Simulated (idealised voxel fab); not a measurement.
process module | voxel wiring stack
cross-section cut | 160 nm wide | cells 5 nm
A cross-section is a grid of square cells, given in bands from the top down. A band is one or more rows of cells.
Each band's line starts with the height of the band's top and of its bottom, in nm. Then come its materials from left to right, each with its width in nm. One material with "throughout" fills the band from edge to edge. "air" is empty space.
Height 0 is the level under which the wafer as received is all one material. The lowest band goes on downwards, as in "0 down".
A width such as "30 to 40" changes by the same amount from each row of cells to the next, from the band's top row to its bottom row.
"no change" after a step means that no cell of the cross-section changed.
closed voids: empty space of 8 cells or more with no open way to the top, each as width x height at its distance from the left edge, in nm
after a step's settings: what the simulator itself notes on the step
overlay nm, on a step with a mask: how far to the right of its planned place the mask lay; to the left if negative
plan
1 op RECEIVE | material Si
2 op CONFORMAL_DEP | material SiO2 | thk nm 15
3 op CONFORMAL_DEP | material SiCN | thk nm 5
4 op DIRECTIONAL_DEP | material lowk | thk nm 20
5 op DIRECTIONAL_DEP | material aC | thk nm 15
6 op PATTERN | tone open | mask id METAL_1 | material resist | width nm 25 | pitch nm 45 | thk nm 30 | overlay nm 0
7 op DIRECTIONAL_ETCH | etch materials aC | depth nm 15
8 op STRIP | etch materials resist
9 op DIRECTIONAL_ETCH | etch materials lowk | depth nm 20
10 op DIRECTIONAL_ETCH | etch materials SiCN | depth nm 5
11 op STRIP | etch materials aC
12 op CONFORMAL_DEP | material TiN | thk nm 5
13 op FILL_DEP | material Cu | thk nm 5
14 op CMP | height nm 40
15 op CONFORMAL_DEP | material SiCN | thk nm 5
16 op DIRECTIONAL_DEP | material lowk | thk nm 15
17 op MASKED_ETCH | tone open | mask id PLUG_1 | width nm 15 | pitch nm 45 | etch materials lowk | depth nm 15 | overlay nm 0
18 op MASKED_ETCH | tone open | mask id PLUG_1 | width nm 15 | pitch nm 45 | etch materials SiCN | depth nm 5 | overlay nm 0
19 op EPI | material Ru | thk nm 10
20 op EPI | material Ru | thk nm 10
21 op CONFORMAL_DEP | material SiCN | thk nm 5
22 op DIRECTIONAL_DEP | material SiO2 | thk nm 20
23 op PATTERN | tone open | mask id METAL_2 | material resist | width nm 25 | pitch nm 45 | thk nm 15 | overlay nm 0
24 op DIRECTIONAL_ETCH | etch materials SiO2 | depth nm 20
25 op DIRECTIONAL_ETCH | etch materials SiCN | depth nm 5
26 op STRIP | etch materials resist
27 op CONFORMAL_DEP | material TiN | thk nm 5
28 op FILL_DEP | material W | thk nm 10
29 op CMP | height nm 85
30 op CONFORMAL_DEP | material SiCN | thk nm 5
31 op DIRECTIONAL_DEP | material SiO2 | thk nm 35
32 op PATTERN | tone open | mask id METAL_3_HOLES | material resist | width nm 15 | pitch nm 45 | thk nm 20 | overlay nm 0
33 op DIRECTIONAL_ETCH | etch materials SiO2 | depth nm 35
34 op STRIP | etch materials resist
35 op DIRECTIONAL_DEP | material aC | thk nm 10
36 op PATTERN | tone open | mask id METAL_3 | material resist | width nm 25 | pitch nm 45 | thk nm 30 | overlay nm 0
37 op DIRECTIONAL_ETCH | etch materials aC | depth nm 10
38 op STRIP | etch materials resist
39 op DIRECTIONAL_ETCH | etch materials SiO2 | depth nm 20
40 op DIRECTIONAL_ETCH | etch materials SiCN | depth nm 5
41 op STRIP | etch materials aC
42 op CONFORMAL_DEP | material TiN | thk nm 5
43 op FILL_DEP | material Cu | thk nm 10
44 op CMP | height nm 125
45 op CONFORMAL_DEP | material SiCN | thk nm 5
46 op DIRECTIONAL_DEP | material SiO2 | thk nm 10
47 op PATTERN | tone open | mask id PLUG_3 | material resist | width nm 15 | pitch nm 45 | thk nm 15 | overlay nm 0
48 op DIRECTIONAL_ETCH | etch materials SiO2 | depth nm 10
49 op DIRECTIONAL_ETCH | etch materials SiCN | depth nm 5
50 op STRIP | etch materials resist
51 op EPI | material Ru | thk nm 10
52 op EPI | material Ru | thk nm 5
53 op DIRECTIONAL_DEP | material TiN | thk nm 5
54 op DIRECTIONAL_DEP | material Ru | thk nm 20
55 op PATTERN | tone cover | mask id METAL_4 | material resist | width nm 25 | pitch nm 45 | thk nm 15 | overlay nm 0
56 op DIRECTIONAL_ETCH | etch materials Ru | depth nm 20
57 op DIRECTIONAL_ETCH | etch materials TiN | depth nm 5
58 op STRIP | etch materials resist
59 op CONFORMAL_DEP | material SiN | thk nm 5
60 op FILL_DEP | material lowk | thk nm 10
61 op CMP | height nm 165
62 op CONFORMAL_DEP | material SiCN | thk nm 5
as received, after step 1
  0 down: Si throughout
  closed voids: none
a wafer at the end: this start, this plan, one mistake
  170 to 165: SiCN throughout
  165 to 145: lowk 40 | SiN 5 | Ru 25 | SiN 5 | lowk 10 | SiN 5 | Ru 25 | SiN 5 | lowk 40
  145 to 140: SiN 45 | TiN 25 | SiN 20 | TiN 25 | SiN 45
  140 to 130: SiO2 45 | Ru 15 | SiO2 30 | Ru 15 | SiO2 55
  130 to 125: SiCN 45 | Ru 15 | SiCN 30 | Ru 15 | SiCN 55
  125 to 110: SiO2 45 | TiN 5 | Cu 15 | TiN 5 | SiO2 20 | TiN 5 | Cu 15 | TiN 5 | SiO2 45
  110 to 105: SiO2 45 | TiN 5 | Cu 5 | TiN 15 | SiO2 20 | TiN 5 | Cu 5 | TiN 15 | SiO2 45
  105 to 90: SiO2 45 | TiN 5 | Cu 5 | TiN 5 | SiO2 30 | TiN 5 | Cu 5 | TiN 5 | SiO2 55
  90 to 85: SiCN 45 | TiN 15 | SiCN 30 | TiN 15 | SiCN 55
  85 to 65: SiO2 45 | TiN 5 | W 15 | TiN 5 | SiO2 20 | TiN 5 | W 15 | TiN 5 | SiO2 45
  65 to 60: SiCN 45 | TiN 25 | SiCN 20 | TiN 25 | SiCN 45
  60 to 45: lowk 45 | SiCN 5 | TiN 5 | SiCN 5 | lowk 30 | SiCN 5 | TiN 5 | SiCN 5 | lowk 55
  45 to 40: SiCN 50 | TiN 5 | SiCN 40 | TiN 5 | SiCN 60
  40 to 20: Cu 40 | TiN 5 | lowk 25 | TiN 5 | Cu 10 | TiN 5 | lowk 25 | TiN 5 | Cu 40
  20 to 15: TiN 45 | SiCN 25 | TiN 20 | SiCN 25 | TiN 45
  15 to 0: SiO2 throughout
  0 down: Si throughout
  closed voids: none
what went wrong: step 6 ran as: op PATTERN | tone cover | mask id METAL_1 | material resist | width nm 25 | pitch nm 45 | thk nm 30 | overlay nm 0
